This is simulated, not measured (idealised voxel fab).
Module name: voxel self aligned vias (process module)
Cross-section cut spans 285 nm and uses square cells 5 nm in size.
Think of the cross-section as a grid of square cells. We describe it in bands, top to bottom, and each band covers one or more rows of those cells. Look at the band entry: it leads with the top's height and the bottom's height in nm. Then it lists the materials left to right, with a width in nm for each. The word "throughout" on a single material says that material fills the band edge to edge. The word "blank" is empty space. The level at which height equals 0 is the one under which the wafer, as it arrives, is entirely one material. No lower edge exists for the bottom band, which continues downward and is notated as in "0 -> down". The two numbers in a width such as "30..40" mark its ends across the band: the first belongs to the top row of cells, the second to the bottom row, and from each row to the next the width moves by the same amount. "nothing changed" (step): cross-section cells unchanged, all of them. You'll see "Enclosed empty spaces" listing empty spaces that have no way open to the top, as long as they're 8 cells or more; the notation is width x height at distance, where the distance is from the left edge, and all of it is in nm. What comes after the settings on a step's line is commentary from the simulator itself on that step. "overlay nm" answers the question of how far to the right of plan the mask lay on a step that has a mask, and when it is negative the answer is to the left.

## These are the steps we planned for the process
1,RECEIVE (material Si)
2,CONFORMAL_DEP (material SiO2; thk nm 10)
3,CONFORMAL_DEP (material SiCN; thk nm 5)
4,DIRECTIONAL_DEP (material lowk; thk nm 20)
5,DIRECTIONAL_DEP (material aC; thk nm 15)
6,PATTERN (tone open; mask id LINES; material resist; width nm 25; pitch nm 55; thk nm 35; overlay nm 0)
7,DIRECTIONAL_ETCH (etch materials aC; depth nm 15)
8,STRIP (etch materials resist)
9,DIRECTIONAL_ETCH (etch materials lowk; depth nm 20)
10,STRIP (etch materials aC)
11,CONFORMAL_DEP (material TiN; thk nm 5)
12,FILL_DEP (material Ru; thk nm 10)
13,CMP (height nm 35)
14,SELECTIVE_ETCH (etch materials W Ru TiN; depth nm 10)
15,FILL_DEP (material SiN; thk nm 10)
16,CMP (height nm 35)
17,DIRECTIONAL_DEP (material lowk; thk nm 15)
18,DIRECTIONAL_DEP (material aC; thk nm 15)
19,PATTERN (tone open; mask id VIAS; material resist; width nm 25; pitch nm 110; thk nm 35; overlay nm 0)
20,DIRECTIONAL_ETCH (etch materials aC; depth nm 15)
21,STRIP (etch materials resist)
22,DIRECTIONAL_ETCH (etch materials lowk; depth nm 15)
23,DIRECTIONAL_ETCH (etch materials SiN; depth nm 10)
24,STRIP (etch materials aC)
25,CONFORMAL_DEP (material TiN; thk nm 5)
26,FILL_DEP (material W; thk nm 10)
27,CMP (height nm 50)
28,CONFORMAL_DEP (material SiN; thk nm 5)
Variable across wafers: step 19 width nm (plan value is that of the first wafer; starting state common to all).

## first wafer as received, after step 1
	0 -> down  Si throughout
	Enclosed empty spaces: none

## The rows of the table below are wafers. Looking at the end of the module, a row counts, for every material, the cells the wafer has gained, shown as (+), or lost, shown as (-), since it was received; its closed voids come next
width nm 25; +9 Ru; +57 SiCN; +67 SiN; +114 SiO2; +47 TiN; +24 W; +309 lowk; Enclosed empty spaces: none
width nm 30; +9 Ru; +57 SiCN; +67 SiN; +114 SiO2; +49 TiN; +28 W; +303 lowk; Enclosed empty spaces: none
width nm 35; +9 Ru; +57 SiCN; +67 SiN; +114 SiO2; +51 TiN; +32 W; +297 lowk; Enclosed empty spaces: none
width nm 40; +9 Ru; +57 SiCN; +67 SiN; +114 SiO2; +53 TiN; +36 W; +291 lowk; Enclosed empty spaces: none
width nm 45; +9 Ru; +57 SiCN; +67 SiN; +114 SiO2; +55 TiN; +40 W; +285 lowk; Enclosed empty spaces: none
width nm 50; +9 Ru; +57 SiCN; +67 SiN; +114 SiO2; +57 TiN; +44 W; +279 lowk; Enclosed empty spaces: none
